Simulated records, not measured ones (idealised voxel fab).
You're looking at the process module voxel capacitor over wiring.
The cross-section on display is named cut; it measures 205 nm wide, and its cells are 5 nm squares.
A cross-section is written here as square cells arranged in a grid, and it is given in bands from the top down, each band taking up one or more rows of cells.
What a band's entry tells you: where the top is and where the bottom is, as heights in nm, and after that what lies inside, material by material from left to right, each with its width in nm. Empty space is written as the word "blank", and a single material marked with the word "everywhere" occupies the band from edge to edge.
We count height from 0. Below that, the starting wafer is all one material. The lowest band never ends at the bottom but goes on down; see "0 -> down" for how that is written.
When a width is written as two numbers, as in "30->40", the first number is the width in the top row of cells of the band and the second is the width in its bottom row, and the width changes by the same amount from each row to the next.
"no change occurred" means the step left every cell of the cross-section as it was.
"Completely enclosed voids": empty spaces of 8 cells or more with no open way to the top, each given as width x height at distance, distance from the left edge, all in nm.
Text after the settings on a step's line: the simulator's own remark on that step.
The line of a step may include "overlay nm". On a step with a mask, this value is how far to the right of its planned place the mask lay. A negative value means the mask lay to the left.
Process steps (planned)
1 op RECEIVE | material Si
2 op CONFORMAL_DEP | material SiO2 | thk nm 10
3 op CONFORMAL_DEP | material SiCN | thk nm 5
4 op DIRECTIONAL_DEP | material lowk | thk nm 25
5 op MASKED_ETCH | tone open | mask id METAL_1 | width nm 25 | pitch nm 90 | etch materials lowk | depth nm 25 | overlay nm 0
6 op MASKED_ETCH | tone open | mask id METAL_1 | width nm 25 | pitch nm 90 | etch materials SiCN | depth nm 5 | overlay nm 0
7 op CONFORMAL_DEP | material TiN | thk nm 5
8 op FILL_DEP | material Cu | thk nm 5
9 op CMP | height nm 40
10 op CONFORMAL_DEP | material SiCN | thk nm 5
11 op DIRECTIONAL_DEP | material lowk | thk nm 10
12 op MASKED_ETCH | tone open | mask id PLUG_1 | width nm 15 | etch materials lowk | depth nm 10 | overlay nm 0
13 op MASKED_ETCH | tone open | mask id PLUG_1 | width nm 15 | etch materials SiCN | depth nm 5 | overlay nm 0
14 op CONFORMAL_DEP | material TiN | thk nm 5
15 op FILL_DEP | material Ru | thk nm 5
16 op CMP | height nm 55
17 op DIRECTIONAL_DEP | material TiN | thk nm 10
18 op DIRECTIONAL_DEP | material SiN | thk nm 5
19 op DIRECTIONAL_DEP | material TiN | thk nm 10
20 op PATTERN | tone cover | mask id UPPER_PLATE | material resist | width nm 70 | thk nm 15 | overlay nm 0
21 op DIRECTIONAL_ETCH | etch materials TiN | depth nm 10
22 op DIRECTIONAL_ETCH | etch materials SiN | depth nm 5
23 op STRIP | etch materials resist
24 op PATTERN | tone cover | mask id LOWER_PLATE | material resist | width nm 80 | thk nm 20 | overlay nm 0
25 op DIRECTIONAL_ETCH | etch materials TiN | depth nm 10
26 op STRIP | etch materials resist
27 op FILL_DEP | material SiO2 | thk nm 20
28 op CMP | height nm 95
29 op PATTERN | tone open | mask id PLUG_2 | material resist | width nm 15 | thk nm 20 | overlay nm 0
30 op DIRECTIONAL_ETCH | etch materials SiO2 | depth nm 15
31 op STRIP | etch materials resist
32 op CONFORMAL_DEP | material TiN | thk nm 5
33 op FILL_DEP | material Ru | thk nm 10
34 op CMP | height nm 95
35 op CONFORMAL_DEP | material SiN | thk nm 5
As-received state of the wafer in cross-section, equivalent to post-step 1
  0 -> down | Si everywhere
  Completely enclosed voids: none
The plan above was carried out on the starting structure above with one mistake, and this cross-section shows the wafer at the end of the module
  100 -> 95 | SiN everywhere
  95 -> 85 | SiO2 65, TiN 5, Ru 5, TiN 5, SiO2 125
  85 -> 80 | SiO2 65, TiN 15, SiO2 125
  80 -> 70 | SiO2 60, TiN 65, SiO2 80
  70 -> 65 | SiO2 55, SiN 70, SiO2 80
  65 -> 55 | SiO2 55, TiN 85, SiO2 65
  55 -> 45 | lowk 55, TiN 5, Ru 5, TiN 5, lowk 135
  45 -> 40 | SiCN 55, TiN 15, SiCN 135
  40 -> 15 | lowk 45, TiN 5, Cu 15, TiN 5, lowk 65, TiN 5, Cu 15, TiN 5, lowk 45
  15 -> 10 | SiCN 45, TiN 25, SiCN 65, TiN 25, SiCN 45
  10 -> 0 | SiO2 everywhere
  0 -> down | Si everywhere
  Completely enclosed voids: none
what went wrong: so step 24 ended up running with a different setting than we planned, it ran as op PATTERN | tone cover | mask id LOWER_PLATE | material resist | width nm 80 | thk nm 20 | overlay nm 10
